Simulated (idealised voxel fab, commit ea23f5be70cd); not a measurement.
The document below concerns the process module designated voxel self aligned vias.
cross-section cut | 235 nm wide | cells 5 nm
Throughout this document, each cross-section is represented as a grid of square cells and is presented as a sequence of bands enumerated from the top downward, where a band comprises one or more rows of cells.
The band entry comprises the height of the band's top followed by the height of its bottom, expressed in nm, and subsequently the band's materials from left to right, each stated together with its width in nm. Where a single material is marked with the word "full width", that material fills the band from edge to edge. The word "air" represents empty space.
Height 0 is the level under which the wafer as received is all one material. The lowest band goes on downwards, as in "from 0 down".
Read "30 to 40" as a graded width: first number on top, second number at the bottom, same change between each pair of neighbouring rows.
"stayed the same" means the step left every cell of the cross-section as it was.
Any empty space of 8 cells or more lacking an open way to the top shows up in "Entrapped void list" as width x height at distance, distance from the left edge, in nm.
Note: text after step settings on the step line = simulator remark on that step.
You can add "overlay nm" to a step's line. For a step with a mask, it describes how far the mask lay to the right of its planned position, and a negative number describes a lay to the left.
These are the steps we planned for the process
1. RECEIVE [material Si]
2. CONFORMAL_DEP [material SiO2] [thk nm 10]
3. CONFORMAL_DEP [material SiCN] [thk nm 5]
4. DIRECTIONAL_DEP [material lowk] [thk nm 20]
5. PATTERN [tone open] [mask id LINES] [material resist] [width nm 25] [pitch nm 65] [thk nm 15] [overlay nm 0]
6. DIRECTIONAL_ETCH [etch materials lowk] [depth nm 20]
7. STRIP [etch materials resist]
8. CONFORMAL_DEP [material TiN] [thk nm 5]
9. FILL_DEP [material Ru] [thk nm 5]
10. CMP [height nm 35]
11. SELECTIVE_ETCH [etch materials W Ru TiN] [depth nm 10]
12. FILL_DEP [material SiN] [thk nm 10]
13. CMP [height nm 35]
14. DIRECTIONAL_DEP [material lowk] [thk nm 20]
15. DIRECTIONAL_DEP [material aC] [thk nm 10]
16. PATTERN [tone open] [mask id VIAS] [material resist] [width nm 35] [thk nm 30] [overlay nm 0]
17. DIRECTIONAL_ETCH [etch materials aC] [depth nm 10]
18. STRIP [etch materials resist]
19. DIRECTIONAL_ETCH [etch materials lowk] [depth nm 20]
20. DIRECTIONAL_ETCH [etch materials SiN] [depth nm 10]
21. STRIP [etch materials aC]
22. CONFORMAL_DEP [material TiN] [thk nm 5]
23. FILL_DEP [material W] [thk nm 10]
24. CMP [height nm 55]
25. CONFORMAL_DEP [material SiN] [thk nm 5]
First of two wafers: run as planned
Received-state cross-section, reflecting completion of step 1
> from 0 down | Si full width
> Entrapped void list: none
Cross-section of the wafer subsequent to step 2
> from 10 to 0 | SiO2 full width
> Below 0 it's all the same as before, nothing changed down there.
Cross-section of the wafer subsequent to step 3
> from 15 to 10 | SiCN full width
> Below 10 it's all the same as before, nothing changed down there.
Cross-section of the wafer subsequent to step 4
> from 35 to 15 | lowk full width
> Below 15 it's all the same as before, nothing changed down there.
Cross-section of the wafer subsequent to step 5
> from 50 to 35 | 70 nm resist, 25 nm air, 40 nm resist, 25 nm air, 75 nm resist
> Below 35 it's all the same as before, nothing changed down there.
Cross-section of the wafer subsequent to step 6
> from 50 to 35 | 70 nm resist, 25 nm air, 40 nm resist, 25 nm air, 75 nm resist
> from 35 to 15 | 70 nm lowk, 25 nm air, 40 nm lowk, 25 nm air, 75 nm lowk
> Below 15 it's all the same as before, nothing changed down there.
Cross-section of the wafer subsequent to step 7
> from 35 to 15 | 70 nm lowk, 25 nm air, 40 nm lowk, 25 nm air, 75 nm lowk
> Below 15 it's all the same as before, nothing changed down there.
Cross-section of the wafer subsequent to step 8
> from 40 to 35 | 75 nm TiN, 15 nm air, 50 nm TiN, 15 nm air, 80 nm TiN
> from 35 to 20 | 70 nm lowk, 5 nm TiN, 15 nm air, 5 nm TiN, 40 nm lowk, 5 nm TiN, 15 nm air, 5 nm TiN, 75 nm lowk
> from 20 to 15 | 70 nm lowk, 25 nm TiN, 40 nm lowk, 25 nm TiN, 75 nm lowk
> Below 15 it's all the same as before, nothing changed down there.
Cross-section of the wafer subsequent to step 9
> from 45 to 40 | Ru full width
> from 40 to 35 | 75 nm TiN, 15 nm Ru, 50 nm TiN, 15 nm Ru, 80 nm TiN
> from 35 to 20 | 70 nm lowk, 5 nm TiN, 15 nm Ru, 5 nm TiN, 40 nm lowk, 5 nm TiN, 15 nm Ru, 5 nm TiN, 75 nm lowk
> Below 20 it's all the same as before, nothing changed down there.
Cross-section of the wafer subsequent to step 10
> from 35 to 20 | 70 nm lowk, 5 nm TiN, 15 nm Ru, 5 nm TiN, 40 nm lowk, 5 nm TiN, 15 nm Ru, 5 nm TiN, 75 nm lowk
> Below 20 it's all the same as before, nothing changed down there.
Cross-section of the wafer subsequent to step 11
> from 35 to 25 | 70 nm lowk, 25 nm air, 40 nm lowk, 25 nm air, 75 nm lowk
> Below 25 it's all the same as before, nothing changed down there.
Cross-section of the wafer subsequent to step 12
> from 45 to 35 | SiN full width
> from 35 to 25 | 70 nm lowk, 25 nm SiN, 40 nm lowk, 25 nm SiN, 75 nm lowk
> Below 25 it's all the same as before, nothing changed down there.
Cross-section of the wafer subsequent to step 13
> from 35 to 25 | 70 nm lowk, 25 nm SiN, 40 nm lowk, 25 nm SiN, 75 nm lowk
> Below 25 it's all the same as before, nothing changed down there.
Cross-section of the wafer subsequent to step 14
> from 55 to 35 | lowk full width
> Below 35 it's all the same as before, nothing changed down there.
Cross-section of the wafer subsequent to step 15
> from 65 to 55 | aC full width
> Below 55 it's all the same as before, nothing changed down there.
Cross-section of the wafer subsequent to step 16
> from 95 to 65 | 65 nm resist, 35 nm air, 135 nm resist
> Below 65 it's all the same as before, nothing changed down there.
Cross-section of the wafer subsequent to step 17
> from 85 to 65 | 65 nm resist, 35 nm air, 135 nm resist
> from 65 to 55 | 65 nm aC, 35 nm air, 135 nm aC
> Below 55 it's all the same as before, nothing changed down there.
Cross-section of the wafer subsequent to step 18
> from 65 to 55 | 65 nm aC, 35 nm air, 135 nm aC
> Below 55 it's all the same as before, nothing changed down there.
Cross-section of the wafer subsequent to step 19
> from 65 to 55 | 65 nm aC, 35 nm air, 135 nm aC
> from 55 to 35 | 65 nm lowk, 35 nm air, 135 nm lowk
> Below 35 it's all the same as before, nothing changed down there.
Cross-section of the wafer subsequent to step 20
> from 65 to 55 | 65 nm aC, 35 nm air, 135 nm aC
> from 55 to 35 | 65 nm lowk, 35 nm air, 135 nm lowk
> from 35 to 25 | 70 nm lowk, 25 nm air, 40 nm lowk, 25 nm SiN, 75 nm lowk
> Below 25 it's all the same as before, nothing changed down there.
Cross-section of the wafer subsequent to step 21
> from 55 to 35 | 65 nm lowk, 35 nm air, 135 nm lowk
> Below 35 it's all the same as before, nothing changed down there.
Cross-section of the wafer subsequent to step 22
> from 60 to 55 | 70 nm TiN, 25 nm air, 140 nm TiN
> from 55 to 40 | 65 nm lowk, 5 nm TiN, 25 nm air, 5 nm TiN, 135 nm lowk
> from 40 to 35 | 65 nm lowk, 10 nm TiN, 15 nm air, 10 nm TiN, 135 nm lowk
> from 35 to 30 | 70 nm lowk, 5 nm TiN, 15 nm air, 5 nm TiN, 40 nm lowk, 25 nm SiN, 75 nm lowk
> from 30 to 25 | 70 nm lowk, 25 nm TiN, 40 nm lowk, 25 nm SiN, 75 nm lowk
> Below 25 it's all the same as before, nothing changed down there.
Cross-section of the wafer subsequent to step 23
> from 70 to 60 | W full width
> from 60 to 55 | 70 nm TiN, 25 nm W, 140 nm TiN
> from 55 to 40 | 65 nm lowk, 5 nm TiN, 25 nm W, 5 nm TiN, 135 nm lowk
> from 40 to 35 | 65 nm lowk, 10 nm TiN, 15 nm W, 10 nm TiN, 135 nm lowk
> from 35 to 30 | 70 nm lowk, 5 nm TiN, 15 nm W, 5 nm TiN, 40 nm lowk, 25 nm SiN, 75 nm lowk
> Below 30 it's all the same as before, nothing changed down there.
Cross-section of the wafer subsequent to step 24
> from 55 to 40 | 65 nm lowk, 5 nm TiN, 25 nm W, 5 nm TiN, 135 nm lowk
> Below 40 it's all the same as before, nothing changed down there.
Cross-section of the wafer subsequent to step 25
> from 60 to 55 | SiN full width
> Below 55 it's all the same as before, nothing changed down there.
Second wafer. Start and plan as for the first. One mistake made in running. Agrees with the first up to and including step 15
Cross-sectional view of the second wafer at the intended end time of process step 16
> from 95 to 65 | 60 nm resist, 35 nm air, 140 nm resist
> Below 65 it's all the same as before, nothing changed down there.
Cross-sectional view of the second wafer at the intended end time of process step 17
> from 85 to 65 | 60 nm resist, 35 nm air, 140 nm resist
> from 65 to 55 | 60 nm aC, 35 nm air, 140 nm aC
> Below 55 it's all the same as before, nothing changed down there.
Cross-sectional view of the second wafer at the intended end time of process step 18
> from 65 to 55 | 60 nm aC, 35 nm air, 140 nm aC
> Below 55 it's all the same as before, nothing changed down there.
Cross-sectional view of the second wafer at the intended end time of process step 19
> from 65 to 55 | 60 nm aC, 35 nm air, 140 nm aC
> from 55 to 35 | 60 nm lowk, 35 nm air, 140 nm lowk
> Below 35 it's all the same as before, nothing changed down there.
Cross-sectional view of the second wafer at the intended end time of process step 20
> from 65 to 55 | 60 nm aC, 35 nm air, 140 nm aC
> from 55 to 35 | 60 nm lowk, 35 nm air, 140 nm lowk
> from 35 to 25 | 70 nm lowk, 25 nm air, 40 nm lowk, 25 nm SiN, 75 nm lowk
> Below 25 it's all the same as before, nothing changed down there.
Cross-sectional view of the second wafer at the intended end time of process step 21
> from 55 to 35 | 60 nm lowk, 35 nm air, 140 nm lowk
> Below 35 it's all the same as before, nothing changed down there.
Cross-sectional view of the second wafer at the intended end time of process step 22
> from 60 to 55 | 65 nm TiN, 25 nm air, 145 nm TiN
> from 55 to 40 | 60 nm lowk, 5 nm TiN, 25 nm air, 5 nm TiN, 140 nm lowk
> from 40 to 35 | 60 nm lowk, 15 nm TiN, 15 nm air, 5 nm TiN, 140 nm lowk
> from 35 to 30 | 70 nm lowk, 5 nm TiN, 15 nm air, 5 nm TiN, 40 nm lowk, 25 nm SiN, 75 nm lowk
> from 30 to 25 | 70 nm lowk, 25 nm TiN, 40 nm lowk, 25 nm SiN, 75 nm lowk
> Below 25 it's all the same as before, nothing changed down there.
Cross-sectional view of the second wafer at the intended end time of process step 23
> from 70 to 60 | W full width
> from 60 to 55 | 65 nm TiN, 25 nm W, 145 nm TiN
> from 55 to 40 | 60 nm lowk, 5 nm TiN, 25 nm W, 5 nm TiN, 140 nm lowk
> from 40 to 35 | 60 nm lowk, 15 nm TiN, 15 nm W, 5 nm TiN, 140 nm lowk
> from 35 to 30 | 70 nm lowk, 5 nm TiN, 15 nm W, 5 nm TiN, 40 nm lowk, 25 nm SiN, 75 nm lowk
> Below 30 it's all the same as before, nothing changed down there.
Cross-sectional view of the second wafer at the intended end time of process step 24
> from 55 to 40 | 60 nm lowk, 5 nm TiN, 25 nm W, 5 nm TiN, 140 nm lowk
> Below 40 it's all the same as before, nothing changed down there.
Cross-sectional view of the second wafer at the intended end time of process step 25
> from 60 to 55 | SiN full width
> Below 55 it's all the same as before, nothing changed down there.
Against the plan, the run slipped here: note that step 16 departed from the planned setting and was carried out as PATTERN [tone open] [mask id VIAS] [material resist] [width nm 35] [thk nm 30] [overlay nm -5]
Same inventory, different map: at the end, the second wafer holds as many cells of each material as the first, placed elsewhere.
